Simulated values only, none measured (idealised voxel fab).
The following process module bears the name voxel gate over fins.
In the cross-section labelled cut, the width is 240 nm and each square cell is 5 nm.
A cross-section is written here as square cells arranged in a grid, and it is given in bands from the top down, each band taking up one or more rows of cells. Read a band's entry like this: the first values are the height of its top and the height of its bottom in nm, and what follows is the sequence of materials from left to right, each with its width in nm. Note that "empty" is empty space, and that a single material marked "edge to edge" reaches across the band from edge to edge. Heights are measured from 0, the level below which the as-received wafer is all one material; the lowest band has no bottom and continues downward, written as in "0 down". Think of "30..40" as a width that walks from the first number to the second as you go down the band, top row to bottom row, taking equal-sized steps from row to row. "no change" (step): cross-section cells unchanged, all of them. "Entrapped voids" means: voids of 8 cells or more that are shut off from the top with no open way through. Written width x height at distance, distance from the left edge, in nm. Formally, on a step line, whatever follows the settings is a remark that the simulator itself makes on the step. A step's line can hold "overlay nm"; with a mask on that step, the setting says how far right of the planned place the mask lay, while a negative setting says it lay to the left.

-- Set out below are the planned steps of the process
1) RECEIVE, material Si
2) CONFORMAL_DEP, material SiN, thk nm 10
3) DIRECTIONAL_DEP, material aC, thk nm 15
4) PATTERN, tone cover, mask id FINS, material resist, width nm 15, pitch nm 35, thk nm 30, overlay nm 0
5) DIRECTIONAL_ETCH, etch materials aC, depth nm 15
6) STRIP, etch materials resist
7) DIRECTIONAL_ETCH, etch materials SiN, depth nm 10
8) DIRECTIONAL_ETCH, etch materials Si, depth nm 35
9) STRIP, etch materials aC
10) OXIDIZE, depth nm 5
11) FILL_DEP, material SiO2, thk nm 5
12) CMP, height nm 10
13) SELECTIVE_ETCH, etch materials SiO2, depth nm 25
14) STRIP, etch materials SiN
15) CONFORMAL_DEP, material HfO2, thk nm 5
16) CONFORMAL_DEP, material TiN, thk nm 5
17) FILL_DEP, material W, thk nm 10
18) CMP, height nm 15
19) CONFORMAL_DEP, material SiN, thk nm 5

-- First of two wafers: run as planned

-- Wafer cross-section on receipt, i.e. after step 1
	0 down: Si edge to edge
	Entrapped voids: none

-- The wafer in cross-section once step 2 is complete
	10 to 0: SiN edge to edge
	below 0: unchanged

-- The wafer in cross-section once step 3 is complete
	25 to 10: aC edge to edge
	below 10: unchanged

-- The wafer in cross-section once step 4 is complete
	55 to 25: empty: 75; resist: 15; empty: 20; resist: 15; empty: 20; resist: 15; empty: 80
	below 25: unchanged

-- The wafer in cross-section once step 5 is complete
	40 to 25: empty: 75; resist: 15; empty: 20; resist: 15; empty: 20; resist: 15; empty: 80
	25 to 10: empty: 75; aC: 15; empty: 20; aC: 15; empty: 20; aC: 15; empty: 80
	below 10: unchanged

-- The wafer in cross-section once step 6 is complete
	25 to 10: empty: 75; aC: 15; empty: 20; aC: 15; empty: 20; aC: 15; empty: 80
	below 10: unchanged

-- The wafer in cross-section once step 7 is complete
	25 to 10: empty: 75; aC: 15; empty: 20; aC: 15; empty: 20; aC: 15; empty: 80
	10 to 0: empty: 75; SiN: 15; empty: 20; SiN: 15; empty: 20; SiN: 15; empty: 80
	below 0: unchanged

-- The wafer in cross-section once step 8 is complete
	25 to 10: empty: 75; aC: 15; empty: 20; aC: 15; empty: 20; aC: 15; empty: 80
	10 to 0: empty: 75; SiN: 15; empty: 20; SiN: 15; empty: 20; SiN: 15; empty: 80
	0 to -35: empty: 75; Si: 15; empty: 20; Si: 15; empty: 20; Si: 15; empty: 80
	below -35: unchanged

-- The wafer in cross-section once step 9 is complete
	10 to 0: empty: 75; SiN: 15; empty: 20; SiN: 15; empty: 20; SiN: 15; empty: 80
	below 0: unchanged

-- The wafer in cross-section once step 10 is complete
	10 to 0: empty: 75; SiN: 15; empty: 20; SiN: 15; empty: 20; SiN: 15; empty: 80
	0 to -35: empty: 75; SiO2: 5; Si: 5; SiO2: 5; empty: 20; SiO2: 5; Si: 5; SiO2: 5; empty: 20; SiO2: 5; Si: 5; SiO2: 5; empty: 80
	-35 to -40: SiO2: 80; Si: 5; SiO2: 30; Si: 5; SiO2: 30; Si: 5; SiO2: 85
	below -40: unchanged

-- The wafer in cross-section once step 11 is complete
	15 to 10: SiO2 edge to edge
	10 to 0: SiO2: 75; SiN: 15; SiO2: 20; SiN: 15; SiO2: 20; SiN: 15; SiO2: 80
	0 to -40: SiO2: 80; Si: 5; SiO2: 30; Si: 5; SiO2: 30; Si: 5; SiO2: 85
	below -40: unchanged

-- The wafer in cross-section once step 12 is complete
	10 to 0: SiO2: 75; SiN: 15; SiO2: 20; SiN: 15; SiO2: 20; SiN: 15; SiO2: 80
	below 0: unchanged

-- The wafer in cross-section once step 13 is complete
	10 to 0: empty: 75; SiN: 15; empty: 20; SiN: 15; empty: 20; SiN: 15; empty: 80
	0 to -15: empty: 80; Si: 5; empty: 30; Si: 5; empty: 30; Si: 5; empty: 85
	below -15: unchanged

-- The wafer in cross-section once step 14 is complete
	0 to -15: empty: 80; Si: 5; empty: 30; Si: 5; empty: 30; Si: 5; empty: 85
	below -15: unchanged

-- The wafer in cross-section once step 15 is complete
	5 to 0: empty: 75; HfO2: 15; empty: 20; HfO2: 15; empty: 20; HfO2: 15; empty: 80
	0 to -10: empty: 75; HfO2: 5; Si: 5; HfO2: 5; empty: 20; HfO2: 5; Si: 5; HfO2: 5; empty: 20; HfO2: 5; Si: 5; HfO2: 5; empty: 80
	-10 to -15: HfO2: 80; Si: 5; HfO2: 30; Si: 5; HfO2: 30; Si: 5; HfO2: 85
	below -15: unchanged

-- The wafer in cross-section once step 16 is complete
	10 to 5: empty: 70; TiN: 25; empty: 10; TiN: 25; empty: 10; TiN: 25; empty: 75
	5 to 0: empty: 70; TiN: 5; HfO2: 15; TiN: 5; empty: 10; TiN: 5; HfO2: 15; TiN: 5; empty: 10; TiN: 5; HfO2: 15; TiN: 5; empty: 75
	0 to -5: empty: 70; TiN: 5; HfO2: 5; Si: 5; HfO2: 5; TiN: 5; empty: 10; TiN: 5; HfO2: 5; Si: 5; HfO2: 5; TiN: 5; empty: 10; TiN: 5; HfO2: 5; Si: 5; HfO2: 5; TiN: 5; empty: 75
	-5 to -10: TiN: 75; HfO2: 5; Si: 5; HfO2: 5; TiN: 20; HfO2: 5; Si: 5; HfO2: 5; TiN: 20; HfO2: 5; Si: 5; HfO2: 5; TiN: 80
	below -10: unchanged

-- The wafer in cross-section once step 17 is complete
	20 to 10: W edge to edge
	10 to 5: W: 70; TiN: 25; W: 10; TiN: 25; W: 10; TiN: 25; W: 75
	5 to 0: W: 70; TiN: 5; HfO2: 15; TiN: 5; W: 10; TiN: 5; HfO2: 15; TiN: 5; W: 10; TiN: 5; HfO2: 15; TiN: 5; W: 75
	0 to -5: W: 70; TiN: 5; HfO2: 5; Si: 5; HfO2: 5; TiN: 5; W: 10; TiN: 5; HfO2: 5; Si: 5; HfO2: 5; TiN: 5; W: 10; TiN: 5; HfO2: 5; Si: 5; HfO2: 5; TiN: 5; W: 75
	below -5: unchanged

-- The wafer in cross-section once step 18 is complete
	15 to 10: W edge to edge
	below 10: unchanged

-- The wafer in cross-section once step 19 is complete
	20 to 15: SiN edge to edge
	below 15: unchanged

-- Second wafer, same starting state and plan as the first, one mistake in the run, identical through step 3

-- Look at the second wafer in cross-section at the time step 4 ought to have finished
	55 to 25: empty: 75; resist: 20; empty: 15; resist: 20; empty: 15; resist: 20; empty: 75
	below 25: unchanged

-- Look at the second wafer in cross-section at the time step 5 ought to have finished
	40 to 25: empty: 75; resist: 20; empty: 15; resist: 20; empty: 15; resist: 20; empty: 75
	25 to 10: empty: 75; aC: 20; empty: 15; aC: 20; empty: 15; aC: 20; empty: 75
	below 10: unchanged

-- Look at the second wafer in cross-section at the time step 6 ought to have finished
	25 to 10: empty: 75; aC: 20; empty: 15; aC: 20; empty: 15; aC: 20; empty: 75
	below 10: unchanged

-- Look at the second wafer in cross-section at the time step 7 ought to have finished
	25 to 10: empty: 75; aC: 20; empty: 15; aC: 20; empty: 15; aC: 20; empty: 75
	10 to 0: empty: 75; SiN: 20; empty: 15; SiN: 20; empty: 15; SiN: 20; empty: 75
	below 0: unchanged

-- Look at the second wafer in cross-section at the time step 8 ought to have finished
	25 to 10: empty: 75; aC: 20; empty: 15; aC: 20; empty: 15; aC: 20; empty: 75
	10 to 0: empty: 75; SiN: 20; empty: 15; SiN: 20; empty: 15; SiN: 20; empty: 75
	0 to -35: empty: 75; Si: 20; empty: 15; Si: 20; empty: 15; Si: 20; empty: 75
	below -35: unchanged

-- Look at the second wafer in cross-section at the time step 9 ought to have finished
	10 to 0: empty: 75; SiN: 20; empty: 15; SiN: 20; empty: 15; SiN: 20; empty: 75
	below 0: unchanged

-- Look at the second wafer in cross-section at the time step 10 ought to have finished
	10 to 0: empty: 75; SiN: 20; empty: 15; SiN: 20; empty: 15; SiN: 20; empty: 75
	0 to -35: empty: 75; SiO2: 5; Si: 10; SiO2: 5; empty: 15; SiO2: 5; Si: 10; SiO2: 5; empty: 15; SiO2: 5; Si: 10; SiO2: 5; empty: 75
	-35 to -40: SiO2: 80; Si: 10; SiO2: 25; Si: 10; SiO2: 25; Si: 10; SiO2: 80
	below -40: unchanged

-- Look at the second wafer in cross-section at the time step 11 ought to have finished
	15 to 10: SiO2 edge to edge
	10 to 0: SiO2: 75; SiN: 20; SiO2: 15; SiN: 20; SiO2: 15; SiN: 20; SiO2: 75
	0 to -40: SiO2: 80; Si: 10; SiO2: 25; Si: 10; SiO2: 25; Si: 10; SiO2: 80
	below -40: unchanged

-- Look at the second wafer in cross-section at the time step 12 ought to have finished
	10 to 0: SiO2: 75; SiN: 20; SiO2: 15; SiN: 20; SiO2: 15; SiN: 20; SiO2: 75
	below 0: unchanged

-- Look at the second wafer in cross-section at the time step 13 ought to have finished
	10 to 0: empty: 75; SiN: 20; empty: 15; SiN: 20; empty: 15; SiN: 20; empty: 75
	0 to -15: empty: 80; Si: 10; empty: 25; Si: 10; empty: 25; Si: 10; empty: 80
	below -15: unchanged

-- Look at the second wafer in cross-section at the time step 14 ought to have finished
	0 to -15: empty: 80; Si: 10; empty: 25; Si: 10; empty: 25; Si: 10; empty: 80
	below -15: unchanged

-- Look at the second wafer in cross-section at the time step 15 ought to have finished
	5 to 0: empty: 75; HfO2: 20; empty: 15; HfO2: 20; empty: 15; HfO2: 20; empty: 75
	0 to -10: empty: 75; HfO2: 5; Si: 10; HfO2: 5; empty: 15; HfO2: 5; Si: 10; HfO2: 5; empty: 15; HfO2: 5; Si: 10; HfO2: 5; empty: 75
	-10 to -15: HfO2: 80; Si: 10; HfO2: 25; Si: 10; HfO2: 25; Si: 10; HfO2: 80
	below -15: unchanged

-- Look at the second wafer in cross-section at the time step 16 ought to have finished
	10 to 5: empty: 70; TiN: 30; empty: 5; TiN: 30; empty: 5; TiN: 30; empty: 70
	5 to 0: empty: 70; TiN: 5; HfO2: 20; TiN: 5; empty: 5; TiN: 5; HfO2: 20; TiN: 5; empty: 5; TiN: 5; HfO2: 20; TiN: 5; empty: 70
	0 to -5: empty: 70; TiN: 5; HfO2: 5; Si: 10; HfO2: 5; TiN: 5; empty: 5; TiN: 5; HfO2: 5; Si: 10; HfO2: 5; TiN: 5; empty: 5; TiN: 5; HfO2: 5; Si: 10; HfO2: 5; TiN: 5; empty: 70
	-5 to -10: TiN: 75; HfO2: 5; Si: 10; HfO2: 5; TiN: 15; HfO2: 5; Si: 10; HfO2: 5; TiN: 15; HfO2: 5; Si: 10; HfO2: 5; TiN: 75
	below -10: unchanged

-- Look at the second wafer in cross-section at the time step 17 ought to have finished
	20 to 10: W edge to edge
	10 to 5: W: 70; TiN: 30; W: 5; TiN: 30; W: 5; TiN: 30; W: 70
	5 to 0: W: 70; TiN: 5; HfO2: 20; TiN: 5; W: 5; TiN: 5; HfO2: 20; TiN: 5; W: 5; TiN: 5; HfO2: 20; TiN: 5; W: 70
	0 to -5: W: 70; TiN: 5; HfO2: 5; Si: 10; HfO2: 5; TiN: 5; W: 5; TiN: 5; HfO2: 5; Si: 10; HfO2: 5; TiN: 5; W: 5; TiN: 5; HfO2: 5; Si: 10; HfO2: 5; TiN: 5; W: 70
	below -5: unchanged

-- Look at the second wafer in cross-section at the time step 18 ought to have finished
	15 to 10: W edge to edge
	below 10: unchanged

-- Look at the second wafer in cross-section at the time step 19 ought to have finished
	20 to 15: SiN edge to edge
	below 15: unchanged
The mistake made against the process plan was this: step 4, actual vs plan mismatch, actual run PATTERN, tone cover, mask id FINS, material resist, width nm 20, pitch nm 35, thk nm 30, overlay nm 0
End check, counted in cells, second wafer has more or fewer of these materials than the first: +24 Si | -15 SiO2 | -9 W
